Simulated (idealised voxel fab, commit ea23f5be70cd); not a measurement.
Documented hereafter: the process module known as voxel gate over fins.
Cross-section cut spans 250 nm and uses square cells 5 nm in size.
Cross-section layout: square cells on a grid; listed as bands, top to bottom; a band spans one or more cell rows.
This entry defines a band. It first specifies the height of the band's top and the height of its bottom in nm, and then specifies the band's materials from left to right, stating each material with its width in nm. The word "edge to edge" identifies a single material that fills the band from edge to edge, while the word "air" identifies empty space.
Height is counted from the level 0, under which the received wafer is composed throughout of one material. The lowest of the bands is not closed at the bottom but continues downward, in the notation "0 down".
A two-number width, for instance "30..40", indicates that the width is equal to the first number in the top row of the band and to the second number in the bottom row, and that it changes by a constant amount per row of cells.
Where a step carries "stayed the same", the cross-section came out of it unchanged, cell for cell.
If an empty space has no open way to the top and is at least 8 cells in size, "closed voids" lists it, written width x height at distance, where distance is measured from the left edge and every value is in nm.
On each step's line, the part that comes after the settings is the simulator's own comment on the step.
overlay nm: right-of-plan distance of the mask on a masked step; negative values mean left-of-plan.
Process steps foreseen in the plan
1 RECEIVE,material Si
2 CONFORMAL_DEP,material SiN,thk nm 5
3 MASKED_ETCH,tone cover,mask id FINS,width nm 15,pitch nm 60,etch materials SiN,depth nm 5,overlay nm 0
4 MASKED_ETCH,tone cover,mask id FINS,width nm 15,pitch nm 60,etch materials Si,depth nm 40,overlay nm 0
5 OXIDIZE,depth nm 5
6 FILL_DEP,material SiO2,thk nm 10
7 CMP,height nm 5
8 DIRECTIONAL_DEP,material aC,thk nm 10
9 PATTERN,tone open,mask id RAIL,material resist,width nm 15,thk nm 30,overlay nm 0
10 DIRECTIONAL_ETCH,etch materials aC,depth nm 10
11 STRIP,etch materials resist
12 DIRECTIONAL_ETCH,etch materials SiO2,depth nm 40
13 STRIP,etch materials aC
14 CONFORMAL_DEP,material TiN,thk nm 5
15 FILL_DEP,material W,thk nm 10
16 CMP,height nm 5
17 SELECTIVE_ETCH,etch materials W Ru TiN,depth nm 25
18 FILL_DEP,material SiO2,thk nm 5
19 CMP,height nm 5
20 SELECTIVE_ETCH,etch materials SiO2,depth nm 15
21 STRIP,etch materials SiN
22 CONFORMAL_DEP,material HfO2,thk nm 5
23 CONFORMAL_DEP,material TiN,thk nm 5
24 CONFORMAL_DEP,material TiAl,thk nm 5
25 CONFORMAL_DEP,material TiN,thk nm 5
26 FILL_DEP,material W,thk nm 10
27 CMP,height nm 25
28 CONFORMAL_DEP,material SiN,thk nm 10
What follows covers the first of two wafers; it ran as planned
as received, after step 1
> 0 down: Si edge to edge
> closed voids: none
Step 2 complete: cross-section through the wafer
> 5 to 0: SiN edge to edge
> Rest of section, below 0: as before.
Step 3 complete: cross-section through the wafer
> 5 to 0: air 55 | SiN 15 | air 45 | SiN 15 | air 45 | SiN 15 | air 60
> Rest of section, below 0: as before.
Step 4 complete: cross-section through the wafer
> 5 to 0: air 55 | SiN 15 | air 45 | SiN 15 | air 45 | SiN 15 | air 60
> 0 to -40: air 55 | Si 15 | air 45 | Si 15 | air 45 | Si 15 | air 60
> Rest of section, below -40: as before.
Step 5 complete: cross-section through the wafer
> 5 to 0: air 55 | SiN 15 | air 45 | SiN 15 | air 45 | SiN 15 | air 60
> 0 to -40: air 55 | SiO2 5 | Si 5 | SiO2 5 | air 45 | SiO2 5 | Si 5 | SiO2 5 | air 45 | SiO2 5 | Si 5 | SiO2 5 | air 60
> -40 to -45: SiO2 60 | Si 5 | SiO2 55 | Si 5 | SiO2 55 | Si 5 | SiO2 65
> Rest of section, below -45: as before.
Step 6 complete: cross-section through the wafer
> 15 to 5: SiO2 edge to edge
> 5 to 0: SiO2 55 | SiN 15 | SiO2 45 | SiN 15 | SiO2 45 | SiN 15 | SiO2 60
> 0 to -45: SiO2 60 | Si 5 | SiO2 55 | Si 5 | SiO2 55 | Si 5 | SiO2 65
> Rest of section, below -45: as before.
Step 7 complete: cross-section through the wafer
> 5 to 0: SiO2 55 | SiN 15 | SiO2 45 | SiN 15 | SiO2 45 | SiN 15 | SiO2 60
> Rest of section, below 0: as before.
Step 8 complete: cross-section through the wafer
> 15 to 5: aC edge to edge
> Rest of section, below 5: as before.
Step 9 complete: cross-section through the wafer
> 45 to 15: resist 85 | air 15 | resist 150
> Rest of section, below 15: as before.
Step 10 complete: cross-section through the wafer
> 35 to 15: resist 85 | air 15 | resist 150
> 15 to 5: aC 85 | air 15 | aC 150
> Rest of section, below 5: as before.
Step 11 complete: cross-section through the wafer
> 15 to 5: aC 85 | air 15 | aC 150
> Rest of section, below 5: as before.
Step 12 complete: cross-section through the wafer
> 15 to 5: aC 85 | air 15 | aC 150
> 5 to 0: SiO2 55 | SiN 15 | SiO2 15 | air 15 | SiO2 15 | SiN 15 | SiO2 45 | SiN 15 | SiO2 60
> 0 to -35: SiO2 60 | Si 5 | SiO2 20 | air 15 | SiO2 20 | Si 5 | SiO2 55 | Si 5 | SiO2 65
> Rest of section, below -35: as before.
Step 13 complete: cross-section through the wafer
> 5 to 0: SiO2 55 | SiN 15 | SiO2 15 | air 15 | SiO2 15 | SiN 15 | SiO2 45 | SiN 15 | SiO2 60
> Rest of section, below 0: as before.
Step 14 complete: cross-section through the wafer
> 10 to 5: TiN 90 | air 5 | TiN 155
> 5 to 0: SiO2 55 | SiN 15 | SiO2 15 | TiN 5 | air 5 | TiN 5 | SiO2 15 | SiN 15 | SiO2 45 | SiN 15 | SiO2 60
> 0 to -30: SiO2 60 | Si 5 | SiO2 20 | TiN 5 | air 5 | TiN 5 | SiO2 20 | Si 5 | SiO2 55 | Si 5 | SiO2 65
> -30 to -35: SiO2 60 | Si 5 | SiO2 20 | TiN 15 | SiO2 20 | Si 5 | SiO2 55 | Si 5 | SiO2 65
> Rest of section, below -35: as before.
Step 15 complete: cross-section through the wafer
> 20 to 10: W edge to edge
> 10 to 5: TiN 90 | W 5 | TiN 155
> 5 to 0: SiO2 55 | SiN 15 | SiO2 15 | TiN 5 | W 5 | TiN 5 | SiO2 15 | SiN 15 | SiO2 45 | SiN 15 | SiO2 60
> 0 to -30: SiO2 60 | Si 5 | SiO2 20 | TiN 5 | W 5 | TiN 5 | SiO2 20 | Si 5 | SiO2 55 | Si 5 | SiO2 65
> Rest of section, below -30: as before.
Step 16 complete: cross-section through the wafer
> 5 to 0: SiO2 55 | SiN 15 | SiO2 15 | TiN 5 | W 5 | TiN 5 | SiO2 15 | SiN 15 | SiO2 45 | SiN 15 | SiO2 60
> Rest of section, below 0: as before.
Step 17 complete: cross-section through the wafer
> 5 to 0: SiO2 55 | SiN 15 | SiO2 15 | air 15 | SiO2 15 | SiN 15 | SiO2 45 | SiN 15 | SiO2 60
> 0 to -20: SiO2 60 | Si 5 | SiO2 20 | air 15 | SiO2 20 | Si 5 | SiO2 55 | Si 5 | SiO2 65
> Rest of section, below -20: as before.
Step 18 complete: cross-section through the wafer
> 10 to 5: SiO2 edge to edge
> 5 to 0: SiO2 55 | SiN 15 | SiO2 45 | SiN 15 | SiO2 45 | SiN 15 | SiO2 60
> 0 to -20: SiO2 60 | Si 5 | SiO2 55 | Si 5 | SiO2 55 | Si 5 | SiO2 65
> Rest of section, below -20: as before.
Step 19 complete: cross-section through the wafer
> 5 to 0: SiO2 55 | SiN 15 | SiO2 45 | SiN 15 | SiO2 45 | SiN 15 | SiO2 60
> Rest of section, below 0: as before.
Step 20 complete: cross-section through the wafer
> 5 to 0: air 55 | SiN 15 | air 45 | SiN 15 | air 45 | SiN 15 | air 60
> 0 to -10: air 60 | Si 5 | air 55 | Si 5 | air 55 | Si 5 | air 65
> Rest of section, below -10: as before.
Step 21 complete: cross-section through the wafer
> 0 to -10: air 60 | Si 5 | air 55 | Si 5 | air 55 | Si 5 | air 65
> Rest of section, below -10: as before.
Step 22 complete: cross-section through the wafer
> 5 to 0: air 55 | HfO2 15 | air 45 | HfO2 15 | air 45 | HfO2 15 | air 60
> 0 to -5: air 55 | HfO2 5 | Si 5 | HfO2 5 | air 45 | HfO2 5 | Si 5 | HfO2 5 | air 45 | HfO2 5 | Si 5 | HfO2 5 | air 60
> -5 to -10: HfO2 60 | Si 5 | HfO2 55 | Si 5 | HfO2 55 | Si 5 | HfO2 65
> Rest of section, below -10: as before.
Step 23 complete: cross-section through the wafer
> 10 to 5: air 50 | TiN 25 | air 35 | TiN 25 | air 35 | TiN 25 | air 55
> 5 to 0: air 50 | TiN 5 | HfO2 15 | TiN 5 | air 35 | TiN 5 | HfO2 15 | TiN 5 | air 35 | TiN 5 | HfO2 15 | TiN 5 | air 55
> 0 to -5: TiN 55 | HfO2 5 | Si 5 | HfO2 5 | TiN 45 | HfO2 5 | Si 5 | HfO2 5 | TiN 45 | HfO2 5 | Si 5 | HfO2 5 | TiN 60
> Rest of section, below -5: as before.
Step 24 complete: cross-section through the wafer
> 15 to 10: air 45 | TiAl 35 | air 25 | TiAl 35 | air 25 | TiAl 35 | air 50
> 10 to 5: air 45 | TiAl 5 | TiN 25 | TiAl 5 | air 25 | TiAl 5 | TiN 25 | TiAl 5 | air 25 | TiAl 5 | TiN 25 | TiAl 5 | air 50
> 5 to 0: TiAl 50 | TiN 5 | HfO2 15 | TiN 5 | TiAl 35 | TiN 5 | HfO2 15 | TiN 5 | TiAl 35 | TiN 5 | HfO2 15 | TiN 5 | TiAl 55
> Rest of section, below 0: as before.
Step 25 complete: cross-section through the wafer
> 20 to 15: air 40 | TiN 45 | air 15 | TiN 45 | air 15 | TiN 45 | air 45
> 15 to 10: air 40 | TiN 5 | TiAl 35 | TiN 5 | air 15 | TiN 5 | TiAl 35 | TiN 5 | air 15 | TiN 5 | TiAl 35 | TiN 5 | air 45
> 10 to 5: TiN 45 | TiAl 5 | TiN 25 | TiAl 5 | TiN 25 | TiAl 5 | TiN 25 | TiAl 5 | TiN 25 | TiAl 5 | TiN 25 | TiAl 5 | TiN 50
> Rest of section, below 5: as before.
Step 26 complete: cross-section through the wafer
> 30 to 20: W edge to edge
> 20 to 15: W 40 | TiN 45 | W 15 | TiN 45 | W 15 | TiN 45 | W 45
> 15 to 10: W 40 | TiN 5 | TiAl 35 | TiN 5 | W 15 | TiN 5 | TiAl 35 | TiN 5 | W 15 | TiN 5 | TiAl 35 | TiN 5 | W 45
> Rest of section, below 10: as before.
Step 27 complete: cross-section through the wafer
> 25 to 20: W edge to edge
> Rest of section, below 20: as before.
Step 28 complete: cross-section through the wafer
> 35 to 25: SiN edge to edge
> Rest of section, below 25: as before.
Okay, second wafer. Nothing different at the start, nothing different in the plan, just one mistake somewhere in the running. As far as step 21, counting that step, it's the first wafer all over again
Second wafer: cross-section at the scheduled end of step 22
> 5 to 0: air 55 | TiN 15 | air 45 | TiN 15 | air 45 | TiN 15 | air 60
> 0 to -5: air 55 | TiN 5 | Si 5 | TiN 5 | air 45 | TiN 5 | Si 5 | TiN 5 | air 45 | TiN 5 | Si 5 | TiN 5 | air 60
> -5 to -10: TiN 60 | Si 5 | TiN 55 | Si 5 | TiN 55 | Si 5 | TiN 65
> Rest of section, below -10: as before.
Second wafer: cross-section at the scheduled end of step 23
> 10 to 5: air 50 | HfO2 25 | air 35 | HfO2 25 | air 35 | HfO2 25 | air 55
> 5 to 0: air 50 | HfO2 5 | TiN 15 | HfO2 5 | air 35 | HfO2 5 | TiN 15 | HfO2 5 | air 35 | HfO2 5 | TiN 15 | HfO2 5 | air 55
> 0 to -5: HfO2 55 | TiN 5 | Si 5 | TiN 5 | HfO2 45 | TiN 5 | Si 5 | TiN 5 | HfO2 45 | TiN 5 | Si 5 | TiN 5 | HfO2 60
> Rest of section, below -5: as before.
Second wafer: cross-section at the scheduled end of step 24
> 15 to 10: air 45 | TiAl 35 | air 25 | TiAl 35 | air 25 | TiAl 35 | air 50
> 10 to 5: air 45 | TiAl 5 | HfO2 25 | TiAl 5 | air 25 | TiAl 5 | HfO2 25 | TiAl 5 | air 25 | TiAl 5 | HfO2 25 | TiAl 5 | air 50
> 5 to 0: TiAl 50 | HfO2 5 | TiN 15 | HfO2 5 | TiAl 35 | HfO2 5 | TiN 15 | HfO2 5 | TiAl 35 | HfO2 5 | TiN 15 | HfO2 5 | TiAl 55
> Rest of section, below 0: as before.
Second wafer: cross-section at the scheduled end of step 25
> 20 to 15: air 40 | TiN 45 | air 15 | TiN 45 | air 15 | TiN 45 | air 45
> 15 to 10: air 40 | TiN 5 | TiAl 35 | TiN 5 | air 15 | TiN 5 | TiAl 35 | TiN 5 | air 15 | TiN 5 | TiAl 35 | TiN 5 | air 45
> 10 to 5: TiN 45 | TiAl 5 | HfO2 25 | TiAl 5 | TiN 25 | TiAl 5 | HfO2 25 | TiAl 5 | TiN 25 | TiAl 5 | HfO2 25 | TiAl 5 | TiN 50
> Rest of section, below 5: as before.
Second wafer: cross-section at the scheduled end of step 26
> 30 to 20: W edge to edge
> 20 to 15: W 40 | TiN 45 | W 15 | TiN 45 | W 15 | TiN 45 | W 45
> 15 to 10: W 40 | TiN 5 | TiAl 35 | TiN 5 | W 15 | TiN 5 | TiAl 35 | TiN 5 | W 15 | TiN 5 | TiAl 35 | TiN 5 | W 45
> Rest of section, below 10: as before.
Second wafer: cross-section at the scheduled end of step 27
> 25 to 20: W edge to edge
> Rest of section, below 20: as before.
Second wafer: cross-section at the scheduled end of step 28
> 35 to 25: SiN edge to edge
> Rest of section, below 25: as before.
Where did the run depart from the plan? steps 22 and 23: order swapped relative to plan
The concluding comparison shows that, measured in cells, each material is equally abundant on both wafers, albeit at different positions.
